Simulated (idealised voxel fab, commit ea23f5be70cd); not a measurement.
process module | voxel air gaps
cross-section cut | 165 nm wide | cells 5 nm
A cross-section is a grid of square cells, given in bands from the top down. A band is one or more rows of cells.
Each band's line starts with the height of the band's top and of its bottom, in nm. Then come its materials from left to right, each with its width in nm. One material with "throughout" fills the band from edge to edge. "air" is empty space.
Height 0 is the level under which the wafer as received is all one material. The lowest band goes on downwards, as in "0 down".
A width such as "30 to 40" changes by the same amount from each row of cells to the next, from the band's top row to its bottom row.
"no change" after a step means that no cell of the cross-section changed.
closed voids: empty space of 8 cells or more with no open way to the top, each as width x height at its distance from the left edge, in nm
after a step's settings: what the simulator itself notes on the step
overlay nm, on a step with a mask: how far to the right of its planned place the mask lay; to the left if negative
plan
1 op RECEIVE | material Si
2 op CONFORMAL_DEP | material SiO2 | thk nm 15
3 op CONFORMAL_DEP | material SiCN | thk nm 5
4 op DIRECTIONAL_DEP | material SiO2 | thk nm 30
5 op DIRECTIONAL_DEP | material aC | thk nm 10
6 op PATTERN | tone open | mask id LINES | material resist | width nm 15 | pitch nm 40 | thk nm 25 | overlay nm 0
7 op DIRECTIONAL_ETCH | etch materials aC | depth nm 10
8 op STRIP | etch materials resist
9 op DIRECTIONAL_ETCH | etch materials SiO2 | depth nm 30
10 op STRIP | etch materials aC
11 op CONFORMAL_DEP | material TiN | thk nm 5
12 op FILL_DEP | material W | thk nm 10
13 op CMP | height nm 50
14 op EPI | material Ru | thk nm 10
15 op SELECTIVE_ETCH | etch materials SiO2 | depth nm 40
16 op CONFORMAL_DEP | material SiCN | thk nm 5
first wafer, as planned
as received, after step 1
  0 down: Si throughout
  closed voids: none
after step 2
  15 to 0: SiO2 throughout
  below 0: unchanged
after step 3
  20 to 15: SiCN throughout
  below 15: unchanged
after step 4
  50 to 20: SiO2 throughout
  below 20: unchanged
after step 5
  60 to 50: aC throughout
  below 50: unchanged
after step 6
  85 to 60: resist 35 | air 15 | resist 25 | air 15 | resist 25 | air 15 | resist 35
  below 60: unchanged
after step 7
  75 to 60: resist 35 | air 15 | resist 25 | air 15 | resist 25 | air 15 | resist 35
  60 to 50: aC 35 | air 15 | aC 25 | air 15 | aC 25 | air 15 | aC 35
  below 50: unchanged
after step 8
  60 to 50: aC 35 | air 15 | aC 25 | air 15 | aC 25 | air 15 | aC 35
  below 50: unchanged
after step 9
  60 to 50: aC 35 | air 15 | aC 25 | air 15 | aC 25 | air 15 | aC 35
  50 to 20: SiO2 35 | air 15 | SiO2 25 | air 15 | SiO2 25 | air 15 | SiO2 35
  below 20: unchanged
after step 10
  50 to 20: SiO2 35 | air 15 | SiO2 25 | air 15 | SiO2 25 | air 15 | SiO2 35
  below 20: unchanged
after step 11
  55 to 50: TiN 40 | air 5 | TiN 35 | air 5 | TiN 35 | air 5 | TiN 40
  50 to 25: SiO2 35 | TiN 5 | air 5 | TiN 5 | SiO2 25 | TiN 5 | air 5 | TiN 5 | SiO2 25 | TiN 5 | air 5 | TiN 5 | SiO2 35
  25 to 20: SiO2 35 | TiN 15 | SiO2 25 | TiN 15 | SiO2 25 | TiN 15 | SiO2 35
  below 20: unchanged
after step 12
  65 to 55: W throughout
  55 to 50: TiN 40 | W 5 | TiN 35 | W 5 | TiN 35 | W 5 | TiN 40
  50 to 25: SiO2 35 | TiN 5 | W 5 | TiN 5 | SiO2 25 | TiN 5 | W 5 | TiN 5 | SiO2 25 | TiN 5 | W 5 | TiN 5 | SiO2 35
  below 25: unchanged
after step 13
  50 to 25: SiO2 35 | TiN 5 | W 5 | TiN 5 | SiO2 25 | TiN 5 | W 5 | TiN 5 | SiO2 25 | TiN 5 | W 5 | TiN 5 | SiO2 35
  below 25: unchanged
after step 14
  60 to 50: air 25 | Ru 35 | air 5 | Ru 35 | air 5 | Ru 35 | air 25
  below 50: unchanged
after step 15
  60 to 50: air 25 | Ru 35 | air 5 | Ru 35 | air 5 | Ru 35 | air 25
  50 to 25: air 35 | TiN 5 | W 5 | TiN 5 | air 25 | TiN 5 | W 5 | TiN 5 | air 25 | TiN 5 | W 5 | TiN 5 | air 35
  25 to 20: air 35 | TiN 15 | air 25 | TiN 15 | air 25 | TiN 15 | air 35
  below 20: unchanged
after step 16
  65 to 60: air 20 | SiCN 125 | air 20
  60 to 50: air 20 | SiCN 5 | Ru 35 | SiCN 5 | Ru 35 | SiCN 5 | Ru 35 | SiCN 5 | air 20
  50 to 45: air 20 | SiCN 15 | TiN 5 | W 5 | TiN 5 | SiCN 25 | TiN 5 | W 5 | TiN 5 | SiCN 25 | TiN 5 | W 5 | TiN 5 | SiCN 15 | air 20
  45 to 25: air 30 | SiCN 5 | TiN 5 | W 5 | TiN 5 | SiCN 5 | air 15 | SiCN 5 | TiN 5 | W 5 | TiN 5 | SiCN 5 | air 15 | SiCN 5 | TiN 5 | W 5 | TiN 5 | SiCN 5 | air 30
  25 to 20: SiCN 35 | TiN 15 | SiCN 25 | TiN 15 | SiCN 25 | TiN 15 | SiCN 35
  below 20: unchanged
  closed voids: 15 x 20 at 55; 15 x 20 at 95
second wafer: like start, like plan, one mistake. Through step 13 it matches the first wafer
when step 14 should have ended
  70 to 50: air 15 | Ru 135 | air 15
  below 50: unchanged
when step 15 should have ended
  70 to 50: air 15 | Ru 135 | air 15
  50 to 25: air 35 | TiN 5 | W 5 | TiN 5 | SiO2 25 | TiN 5 | W 5 | TiN 5 | SiO2 25 | TiN 5 | W 5 | TiN 5 | air 35
  25 to 20: air 35 | TiN 15 | SiO2 25 | TiN 15 | SiO2 25 | TiN 15 | air 35
  below 20: unchanged
when step 16 should have ended
  75 to 70: air 10 | SiCN 145 | air 10
  70 to 50: air 10 | SiCN 5 | Ru 135 | SiCN 5 | air 10
  50 to 45: air 10 | SiCN 25 | TiN 5 | W 5 | TiN 5 | SiO2 25 | TiN 5 | W 5 | TiN 5 | SiO2 25 | TiN 5 | W 5 | TiN 5 | SiCN 25 | air 10
  45 to 25: air 30 | SiCN 5 | TiN 5 | W 5 | TiN 5 | SiO2 25 | TiN 5 | W 5 | TiN 5 | SiO2 25 | TiN 5 | W 5 | TiN 5 | SiCN 5 | air 30
  25 to 20: SiCN 35 | TiN 15 | SiO2 25 | TiN 15 | SiO2 25 | TiN 15 | SiCN 35
  below 20: unchanged
what went wrong: step 14 was run twice
at the end the second wafer has, in cells: 66 more of Ru | 28 fewer of SiCN | 60 more of SiO2
closed voids at the end (first wafer, second wafer): 2, 0
